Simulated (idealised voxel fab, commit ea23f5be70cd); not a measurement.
process module | voxel double patterning
The width of the displayed cross-section, cut, is 170 nm; its cells are square, with a size of 5 nm.
Cross-section spec: square-cell grid; bands listed top down; each band is one or more rows.
Per band: top height and bottom height in nm, followed by the left-to-right materials and their widths in nm; "full width" marks a single material spanning edge to edge, "empty" marks empty space.
Convention: height 0 is the level below which the wafer, as received, is all one material. The lowest band does not terminate at the bottom but continues downward, represented as "0..down".
You'd read "30->40" like this: the band's top row of cells is as wide as the first number, its bottom row is as wide as the second, and going down, every row changes width by the same amount as the row before did.
Take "nothing changed" at face value: in the step it is given for, the cross-section changed in none of its cells.
The list in "Closed empty spaces" covers empty spaces of 8 cells or more that cannot reach the top through any open way, and it gives each as width x height at distance; the distance is from the left edge, and width, height and distance are in nm.
It should be noted that, on the line of a given step, the content following the step's settings is a remark produced by the simulator itself with respect to that step.
"overlay nm" answers the question of how far to the right of plan the mask lay on a step that has a mask, and when it is negative the answer is to the left.
**List of planned process steps**
1. RECEIVE: material Si
2. CONFORMAL_DEP: material SiN, thk nm 10
3. DIRECTIONAL_DEP: material SiO2, thk nm 10
4. DIRECTIONAL_DEP: material SiCN, thk nm 5
5. DIRECTIONAL_DEP: material aC, thk nm 15
6. PATTERN: tone open, mask id FIRST, material resist, width nm 15, pitch nm 50, thk nm 30, overlay nm 0
7. DIRECTIONAL_ETCH: etch materials aC, depth nm 15
8. STRIP: etch materials resist
9. DIRECTIONAL_ETCH: etch materials SiCN, depth nm 5
10. STRIP: etch materials aC
11. DIRECTIONAL_DEP: material aC, thk nm 15
12. PATTERN: tone open, mask id SECOND, material resist, width nm 15, pitch nm 50, thk nm 30, overlay nm -15
13. DIRECTIONAL_ETCH: etch materials aC, depth nm 15
14. STRIP: etch materials resist
15. DIRECTIONAL_ETCH: etch materials SiCN, depth nm 5
16. STRIP: etch materials aC
17. DIRECTIONAL_ETCH: etch materials SiO2, depth nm 10
18. STRIP: etch materials SiCN
Be aware that, although all wafers share a common starting state, the overlay nm at step 12 differs among them, and the plan displays the first wafer's value.
**Incoming state of the first of several wafers in cross-section: after step 1**
	0..down | Si full width
	Closed empty spaces: none
**Module end state after final step 18: cross-section of the first of several wafers**
	20..10 | 25 nm SiO2; 25 nm empty; 25 nm SiO2; 25 nm empty; 25 nm SiO2; 15 nm empty; 30 nm SiO2
	10..0 | SiN full width
	0..down | Si full width
	Closed empty spaces: none
**Cross-section of the final wafer among several, taken at the end of the module**
	20..10 | 25 nm SiO2; 15 nm empty; 25 nm SiO2; 25 nm empty; 25 nm SiO2; 25 nm empty; 30 nm SiO2
	10..0 | SiN full width
	0..down | Si full width
	Closed empty spaces: none
**The following table contains a row per wafer, in which are reported, at the conclusion of the module, the cells of each material gained (+) or lost (-) since the wafer's receipt, with its closed voids given thereafter**
overlay nm -15, +68 SiN, +42 SiO2, Closed empty spaces: none
overlay nm -10, +68 SiN, +38 SiO2, Closed empty spaces: none
overlay nm -5, +68 SiN, +38 SiO2, Closed empty spaces: none
overlay nm 0, +68 SiN, +38 SiO2, Closed empty spaces: none
overlay nm 5, +68 SiN, +38 SiO2, Closed empty spaces: none
overlay nm 10, +68 SiN, +38 SiO2, Closed empty spaces: none
overlay nm 15, +68 SiN, +42 SiO2, Closed empty spaces: none
